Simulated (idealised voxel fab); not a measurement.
Process module under the name voxel gate over fins
FYI the section here is cut, 245 nm wide, cells are 5 nm squares.
Notation: cross-section as square-cell grid; stated in bands, top first, going down; one or more cell rows per band. The band entry comprises the height of the band's top followed by the height of its bottom, expressed in nm, and subsequently the band's materials from left to right, each stated together with its width in nm. Where a single material is marked with the word "edge to edge", that material fills the band from edge to edge. The word "empty" represents empty space. Where do heights start? At 0: under that level the wafer as delivered is made of one material only. And the lowest band has no floor; it just carries on downward, as in "0 down". With a width like "30 to 40", each row of cells in the band differs from the next by the same amount, the top row carrying the first number and the bottom row the second. Given "left unchanged" for a step, no cell of the cross-section differs between before and after that step. The list in "Enclosed void inventory" covers empty spaces of 8 cells or more that cannot reach the top through any open way, and it gives each as width x height at distance; the distance is from the left edge, and width, height and distance are in nm. It should be noted that, on the line of a given step, the content following the step's settings is a remark produced by the simulator itself with respect to that step. "overlay nm", when on a step's line for a step with a mask, measures how far to the right of its planned place the mask lay; a negative measure means to the left.

These are the steps we planned for the process:
1: RECEIVE,material Si
2: CONFORMAL_DEP,material SiN,thk nm 10
3: PATTERN,tone cover,mask id FINS,material resist,width nm 15,pitch nm 50,thk nm 15,overlay nm 0
4: DIRECTIONAL_ETCH,etch materials SiN,depth nm 10
5: DIRECTIONAL_ETCH,etch materials Si,depth nm 40
6: STRIP,etch materials resist
7: FILL_DEP,material SiO2,thk nm 10
8: CMP,height nm 10
9: PATTERN,tone open,mask id RAIL,material resist,width nm 15,thk nm 15,overlay nm 0
10: DIRECTIONAL_ETCH,etch materials SiO2,depth nm 45
11: STRIP,etch materials resist
12: CONFORMAL_DEP,material TiN,thk nm 5
13: FILL_DEP,material W,thk nm 10
14: CMP,height nm 10
15: SELECTIVE_ETCH,etch materials W Ru TiN,depth nm 30
16: FILL_DEP,material SiO2,thk nm 5
17: CMP,height nm 10
18: SELECTIVE_ETCH,etch materials SiO2,depth nm 20
19: STRIP,etch materials SiN
20: CONFORMAL_DEP,material HfO2,thk nm 5
21: CONFORMAL_DEP,material TiN,thk nm 5
22: CONFORMAL_DEP,material TiAl,thk nm 5
23: CONFORMAL_DEP,material TiN,thk nm 5
24: FILL_DEP,material W,thk nm 10
25: CMP,height nm 25
26: CONFORMAL_DEP,material SiN,thk nm 10

Cross-section of the wafer at receipt, which is the condition after step 1:
	0 down = Si edge to edge
	Enclosed void inventory: none

First wafer of two, sectioned at end of module; run went per plan:
	35 to 25 = SiN edge to edge
	25 to 20 = W edge to edge
	20 to 15 = 45 of W  155 of TiN  45 of W
	15 to 10 = 45 of W  5 of TiN  45 of TiAl  5 of TiN  45 of TiAl  5 of TiN  45 of TiAl  5 of TiN  45 of W
	10 to 5 = 50 of TiN  5 of TiAl  35 of TiN  5 of TiAl  5 of TiN  5 of TiAl  35 of TiN  5 of TiAl  5 of TiN  5 of TiAl  35 of TiN  5 of TiAl  50 of TiN
	5 to 0 = 55 of TiAl  5 of TiN  25 of HfO2  5 of TiN  15 of TiAl  5 of TiN  25 of HfO2  5 of TiN  15 of TiAl  5 of TiN  25 of HfO2  5 of TiN  55 of TiAl
	0 to -5 = 60 of TiN  5 of HfO2  15 of Si  5 of HfO2  25 of TiN  5 of HfO2  15 of Si  5 of HfO2  25 of TiN  5 of HfO2  15 of Si  5 of HfO2  60 of TiN
	-5 to -10 = 65 of HfO2  15 of Si  35 of HfO2  15 of Si  35 of HfO2  15 of Si  65 of HfO2
	-10 to -20 = 65 of SiO2  15 of Si  35 of SiO2  15 of Si  35 of SiO2  15 of Si  65 of SiO2
	-20 to -30 = 65 of SiO2  15 of Si  10 of SiO2  5 of TiN  5 of W  5 of TiN  10 of SiO2  15 of Si  35 of SiO2  15 of Si  65 of SiO2
	-30 to -35 = 65 of SiO2  15 of Si  10 of SiO2  15 of TiN  10 of SiO2  15 of Si  35 of SiO2  15 of Si  65 of SiO2
	-35 to -40 = 65 of SiO2  15 of Si  35 of SiO2  15 of Si  35 of SiO2  15 of Si  65 of SiO2
	-40 down = Si edge to edge
	Enclosed void inventory: none

Same start, same plan as the first wafer - but one mistake in the run. Cross-section of the second of the two at the end of the module:
	35 to 25 = Ru edge to edge
	25 to 20 = W edge to edge
	20 to 15 = 45 of W  155 of TiN  45 of W
	15 to 10 = 45 of W  5 of TiN  45 of TiAl  5 of TiN  45 of TiAl  5 of TiN  45 of TiAl  5 of TiN  45 of W
	10 to 5 = 50 of TiN  5 of TiAl  35 of TiN  5 of TiAl  5 of TiN  5 of TiAl  35 of TiN  5 of TiAl  5 of TiN  5 of TiAl  35 of TiN  5 of TiAl  50 of TiN
	5 to 0 = 55 of TiAl  5 of TiN  25 of HfO2  5 of TiN  15 of TiAl  5 of TiN  25 of HfO2  5 of TiN  15 of TiAl  5 of TiN  25 of HfO2  5 of TiN  55 of TiAl
	0 to -5 = 60 of TiN  5 of HfO2  15 of Si  5 of HfO2  25 of TiN  5 of HfO2  15 of Si  5 of HfO2  25 of TiN  5 of HfO2  15 of Si  5 of HfO2  60 of TiN
	-5 to -10 = 65 of HfO2  15 of Si  35 of HfO2  15 of Si  35 of HfO2  15 of Si  65 of HfO2
	-10 to -20 = 65 of SiO2  15 of Si  35 of SiO2  15 of Si  35 of SiO2  15 of Si  65 of SiO2
	-20 to -30 = 65 of SiO2  15 of Si  10 of SiO2  5 of TiN  5 of W  5 of TiN  10 of SiO2  15 of Si  35 of SiO2  15 of Si  65 of SiO2
	-30 to -35 = 65 of SiO2  15 of Si  10 of SiO2  15 of TiN  10 of SiO2  15 of Si  35 of SiO2  15 of Si  65 of SiO2
	-35 to -40 = 65 of SiO2  15 of Si  35 of SiO2  15 of Si  35 of SiO2  15 of Si  65 of SiO2
	-40 down = Si edge to edge
	Enclosed void inventory: none
Finding, execution versus plan: step 26 deviated from plan and actually ran as CONFORMAL_DEP,material Ru,thk nm 10
The second wafer ends with more or fewer cells of some materials than the first, per final count: 98 more of Ru; 98 fewer of SiN
